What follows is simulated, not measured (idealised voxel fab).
Process module name: voxel fin reveal
The width of the displayed cross-section, cut, is 210 nm; its cells are square, with a size of 5 nm.
A cross-section is written here as square cells arranged in a grid, and it is given in bands from the top down, each band taking up one or more rows of cells.
Band: top and bottom heights (nm) first, top before bottom; then materials from left to right, widths in nm. "edge to edge" marks a sole material filling the band edge to edge. "empty" denotes empty space.
Measure heights from 0. That's the level where, below it, the as-received wafer is all one material. The lowest band is bottomless and extends downward; write it as in "0 down".
Width spec "30->40" -> top row of cells at first value, bottom row at second value, equal per-row change in between.
The designation "everything unchanged", where it is given for a processing step, indicates that no cell of the cross-section was altered in the course of that step.
"Cavities, closed" specifies each empty space that is not open to the top and that occupies no fewer than 8 cells, using the form width x height at distance, the distance measured from the left edge and all three quantities in nm.
On a step's line, text after the settings is the simulator commenting on that step.
On any step carrying a mask, the "overlay nm" setting, if present on the step's line, tells how far right of its planned place the mask lay; negative values point to the left.

### The following list gives the planned process steps
1) RECEIVE (material Si)
2) CONFORMAL_DEP (material SiN; thk nm 10)
3) DIRECTIONAL_DEP (material aC; thk nm 15)
4) PATTERN (tone cover; mask id FINS; material resist; width nm 15; pitch nm 40; thk nm 35; overlay nm 0)
5) DIRECTIONAL_ETCH (etch materials aC; depth nm 15)
6) STRIP (etch materials resist)
7) DIRECTIONAL_ETCH (etch materials SiN; depth nm 10)
8) DIRECTIONAL_ETCH (etch materials Si; depth nm 35)
9) STRIP (etch materials aC)
10) FILL_DEP (material SiO2; thk nm 5)
11) CMP (height nm 10)
12) SELECTIVE_ETCH (etch materials SiO2; depth nm 30)
13) STRIP (etch materials SiN)
14) CONFORMAL_DEP (material SiO2; thk nm 5)

### Cross-section of the wafer at receipt, which is the condition after step 1
  0 down  Si edge to edge
  Cavities, closed: none

### Result of the module, cross-sectioned: start per above, plan per above, one error in how it was run
  5 to 0  empty: 50, then SiO2: 30, then empty: 10, then SiO2: 30, then empty: 10, then SiO2: 30, then empty: 50
  0 to -15  empty: 50, then SiO2: 5, then Si: 20, then SiO2: 5, then empty: 10, then SiO2: 5, then Si: 20, then SiO2: 5, then empty: 10, then SiO2: 5, then Si: 20, then SiO2: 5, then empty: 50
  -15 to -35  SiO2: 55, then Si: 20, then SiO2: 20, then Si: 20, then SiO2: 20, then Si: 20, then SiO2: 55
  -35 down  Si edge to edge
  Cavities, closed: none
So what did we get wrong on this run? so step 4 ended up running with a different setting than we planned, it ran as PATTERN (tone cover; mask id FINS; material resist; width nm 20; pitch nm 40; thk nm 35; overlay nm 0)
